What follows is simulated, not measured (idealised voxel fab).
Proc. module: voxel transistor to metal
The cross-section shown here is cut; it is 285 nm wide and divided into square cells measuring 5 nm on a side.
Reading order for cross-sections: top band down to bottom band. Underlying form: a grid of square cells. Band size: one or more rows of cells. Each band's line starts with the height of the band's top and of its bottom, in nm. Then come its materials from left to right, each with its width in nm. One material with "all across" fills the band from edge to edge. "air" is empty space. The reference from which all heights are counted is 0, the level beneath which the as-received wafer is entirely one material; the lowest band, having no lower bound, proceeds downward and is written after the example "0 nm and below". So if you see something like "30..40" for the width, read it as the top row of the band sitting at the first number and the bottom row at the second, with every row in between moving by the same amount as the last. No cell of the cross-section changed in a step that is given as "remained the same". Empty spaces counting at least 8 cells and having no open way to the top are listed in "Closed void list". The notation width x height at distance is used for each, the distance being from the left edge and all three values in nm. Text after the settings on a step's line: the simulator's own remark on that step. "overlay nm" answers the question of how far to the right of plan the mask lay on a step that has a mask, and when it is negative the answer is to the left.

The process steps that were planned are listed below:
| 1 | RECEIVE: material Si |
| 2 | CONFORMAL_DEP: material SiO2, thk nm 5 |
| 3 | CONFORMAL_DEP: material SiN, thk nm 10 |
| 4 | DIRECTIONAL_DEP: material aC, thk nm 10 |
| 5 | PATTERN: tone cover, mask id ACTIVE, material resist, width nm 100, pitch nm 130, thk nm 25, overlay nm 0 |
| 6 | DIRECTIONAL_ETCH: etch materials aC, depth nm 10 |
| 7 | STRIP: etch materials resist |
| 8 | DIRECTIONAL_ETCH: etch materials SiN, depth nm 10 |
| 9 | DIRECTIONAL_ETCH: etch materials SiO2, depth nm 5 |
| 10 | DIRECTIONAL_ETCH: etch materials Si, depth nm 35 |
| 11 | STRIP: etch materials aC |
| 12 | FILL_DEP: material SiO2, thk nm 15 |
| 13 | CMP: height nm 15 |
| 14 | SELECTIVE_ETCH: etch materials SiO2, depth nm 10 |
| 15 | STRIP: etch materials SiN |
| 16 | SELECTIVE_ETCH: etch materials SiO2, depth nm 5 |
| 17 | OXIDIZE: depth nm 5 |
| 18 | DIRECTIONAL_DEP: material polySi, thk nm 20 |
| 19 | DIRECTIONAL_DEP: material SiCN, thk nm 15 |
| 20 | DIRECTIONAL_DEP: material aC, thk nm 10 |
| 21 | PATTERN: tone cover, mask id GATE, material resist, width nm 20, pitch nm 130, thk nm 25, overlay nm 0 |
| 22 | DIRECTIONAL_ETCH: etch materials aC, depth nm 10 |
| 23 | STRIP: etch materials resist |
| 24 | DIRECTIONAL_ETCH: etch materials SiCN, depth nm 25 |
| 25 | DIRECTIONAL_ETCH: etch materials polySi, depth nm 30 |
| 26 | STRIP: etch materials aC |
| 27 | CONFORMAL_DEP: material SiO2, thk nm 5 |
| 28 | DIRECTIONAL_ETCH: etch materials SiO2, depth nm 5 |
| 29 | CONFORMAL_DEP: material SiN, thk nm 10 |
| 30 | DIRECTIONAL_ETCH: etch materials SiN, depth nm 10 |
| 31 | DIRECTIONAL_ETCH: etch materials SiO2, depth nm 5 |
| 32 | DIRECTIONAL_ETCH: etch materials Si, depth nm 15 |
| 33 | EPI: material nSi, thk nm 20 |
| 34 | FILL_DEP: material SiO2, thk nm 10 |
| 35 | CMP: height nm 35 |
| 36 | DIRECTIONAL_DEP: material SiO2, thk nm 15 |
| 37 | PATTERN: tone open, mask id CONTACT, material resist, width nm 15, thk nm 20, overlay nm 0 |
| 38 | DIRECTIONAL_ETCH: etch materials SiO2, depth nm 35 |
| 39 | STRIP: etch materials resist |
| 40 | CONFORMAL_DEP: material TiN, thk nm 5 |
| 41 | FILL_DEP: material Ru, thk nm 5 |
| 42 | CMP: height nm 50 |
| 43 | DIRECTIONAL_DEP: material TiN, thk nm 5 |
| 44 | DIRECTIONAL_DEP: material Ru, thk nm 25 |
| 45 | MASKED_ETCH: tone cover, mask id METAL_1, width nm 15, etch materials Ru, depth nm 25, overlay nm 0 |
| 46 | MASKED_ETCH: tone cover, mask id METAL_1, width nm 15, etch materials TiN, depth nm 5, overlay nm -15 |
| 47 | CONFORMAL_DEP: material SiN, thk nm 5 |
| 48 | FILL_DEP: material lowk, thk nm 10 |
| 49 | CMP: height nm 80 |
| 50 | CONFORMAL_DEP: material SiCN, thk nm 5 |
Keep in mind the plan's value for the overlay nm of step 46 comes from the first wafer; the wafers don't share that setting, but they do share the same starting point.

Cut through the first of several wafers as received, post step 1:
	0 nm and below = Si all across
	Closed void list: none

Module finished, last step 50 done: cross-section of the first of several wafers:
	85 nm to 80 nm = SiCN all across
	80 nm to 60 nm = lowk 25  SiN 5  Ru 15  SiN 5  lowk 50  SiN 5  Ru 15  SiN 5  lowk 30  SiN 5  Ru 15  SiN 5  lowk 50  SiN 5  Ru 15  SiN 5  lowk 30
	60 nm to 55 nm = lowk 10  SiN 20  Ru 15  SiN 5  lowk 35  SiN 20  Ru 15  SiN 5  lowk 15  SiN 20  Ru 15  SiN 5  lowk 35  SiN 20  Ru 15  SiN 5  lowk 30
	55 nm to 50 nm = SiN 15  TiN 30  SiN 45  TiN 30  SiN 25  TiN 30  SiN 45  TiN 30  SiN 35
	50 nm to 35 nm = SiO2 30  TiN 5  Ru 5  TiN 5  SiO2 60  TiN 5  Ru 5  TiN 5  SiO2 40  TiN 5  Ru 5  TiN 5  SiO2 60  TiN 5  Ru 5  TiN 5  SiO2 35
	35 nm to 20 nm = SiO2 30  TiN 5  Ru 5  TiN 5  SiO2 5  SiN 10  SiO2 5  SiCN 20  SiO2 5  SiN 10  SiO2 5  TiN 5  Ru 5  TiN 5  SiO2 40  TiN 5  Ru 5  TiN 5  SiO2 5  SiN 10  SiO2 5  SiCN 20  SiO2 5  SiN 10  SiO2 5  TiN 5  Ru 5  TiN 5  SiO2 35
	20 nm to 15 nm = SiO2 30  TiN 15  SiO2 5  SiN 10  SiO2 5  polySi 20  SiO2 5  SiN 10  SiO2 5  TiN 15  SiO2 40  TiN 15  SiO2 5  SiN 10  SiO2 5  polySi 20  SiO2 5  SiN 10  SiO2 5  TiN 15  SiO2 35
	15 nm to 0 nm = SiO2 30  nSi 20  SiN 10  SiO2 5  polySi 20  SiO2 5  SiN 10  nSi 20  SiO2 40  nSi 20  SiN 10  SiO2 5  polySi 20  SiO2 5  SiN 10  nSi 20  SiO2 35
	0 nm to -5 nm = SiO2 20  nSi 30  SiO2 50  nSi 30  SiO2 20  nSi 30  SiO2 50  nSi 30  SiO2 25
	-5 nm to -20 nm = SiO2 25  nSi 25  Si 50  nSi 25  SiO2 30  nSi 25  Si 50  nSi 25  SiO2 30
	-20 nm to -35 nm = SiO2 25  Si 100  SiO2 30  Si 100  SiO2 30
	-35 nm and below = Si all across
	Closed void list: none

Cross-sectional depiction of the last of several wafers upon completion of the module:
	85 nm to 80 nm = SiCN all across
	80 nm to 60 nm = lowk 25  SiN 5  Ru 15  SiN 5  lowk 50  SiN 5  Ru 15  SiN 5  lowk 30  SiN 5  Ru 15  SiN 5  lowk 50  SiN 5  Ru 15  SiN 5  lowk 30
	60 nm to 55 nm = lowk 25  SiN 5  Ru 15  SiN 20  lowk 35  SiN 5  Ru 15  SiN 20  lowk 15  SiN 5  Ru 15  SiN 20  lowk 35  SiN 5  Ru 15  SiN 20  lowk 15
	55 nm to 50 nm = SiN 30  TiN 30  SiN 45  TiN 30  SiN 25  TiN 30  SiN 45  TiN 30  SiN 20
	50 nm to 35 nm = SiO2 30  TiN 5  Ru 5  TiN 5  SiO2 60  TiN 5  Ru 5  TiN 5  SiO2 40  TiN 5  Ru 5  TiN 5  SiO2 60  TiN 5  Ru 5  TiN 5  SiO2 35
	35 nm to 20 nm = SiO2 30  TiN 5  Ru 5  TiN 5  SiO2 5  SiN 10  SiO2 5  SiCN 20  SiO2 5  SiN 10  SiO2 5  TiN 5  Ru 5  TiN 5  SiO2 40  TiN 5  Ru 5  TiN 5  SiO2 5  SiN 10  SiO2 5  SiCN 20  SiO2 5  SiN 10  SiO2 5  TiN 5  Ru 5  TiN 5  SiO2 35
	20 nm to 15 nm = SiO2 30  TiN 15  SiO2 5  SiN 10  SiO2 5  polySi 20  SiO2 5  SiN 10  SiO2 5  TiN 15  SiO2 40  TiN 15  SiO2 5  SiN 10  SiO2 5  polySi 20  SiO2 5  SiN 10  SiO2 5  TiN 15  SiO2 35
	15 nm to 0 nm = SiO2 30  nSi 20  SiN 10  SiO2 5  polySi 20  SiO2 5  SiN 10  nSi 20  SiO2 40  nSi 20  SiN 10  SiO2 5  polySi 20  SiO2 5  SiN 10  nSi 20  SiO2 35
	0 nm to -5 nm = SiO2 20  nSi 30  SiO2 50  nSi 30  SiO2 20  nSi 30  SiO2 50  nSi 30  SiO2 25
	-5 nm to -20 nm = SiO2 25  nSi 25  Si 50  nSi 25  SiO2 30  nSi 25  Si 50  nSi 25  SiO2 30
	-20 nm to -35 nm = SiO2 25  Si 100  SiO2 30  Si 100  SiO2 30
	-35 nm and below = Si all across
	Closed void list: none

Note: the following table is arranged by wafer, a row apiece. Each row reports the end-of-module state: per material, cells gained (+) or cells lost (-) compared with the wafer as received; closed voids follow:
overlay nm -15 | +84 Ru | -219 Si | +81 SiCN | +141 SiN | +461 SiO2 | +84 TiN | +173 lowk | +132 nSi | +32 polySi | Closed void list: none
overlay nm -10 | +84 Ru | -219 Si | +81 SiCN | +141 SiN | +461 SiO2 | +80 TiN | +177 lowk | +132 nSi | +32 polySi | Closed void list: none
overlay nm -5 | +84 Ru | -219 Si | +81 SiCN | +141 SiN | +461 SiO2 | +76 TiN | +181 lowk | +132 nSi | +32 polySi | Closed void list: none
overlay nm 0 | +84 Ru | -219 Si | +81 SiCN | +141 SiN | +461 SiO2 | +72 TiN | +185 lowk | +132 nSi | +32 polySi | Closed void list: none
overlay nm 5 | +84 Ru | -219 Si | +81 SiCN | +141 SiN | +461 SiO2 | +76 TiN | +181 lowk | +132 nSi | +32 polySi | Closed void list: none
overlay nm 10 | +84 Ru | -219 Si | +81 SiCN | +141 SiN | +461 SiO2 | +80 TiN | +177 lowk | +132 nSi | +32 polySi | Closed void list: none
overlay nm 15 | +84 Ru | -219 Si | +81 SiCN | +141 SiN | +461 SiO2 | +84 TiN | +173 lowk | +132 nSi | +32 polySi | Closed void list: none
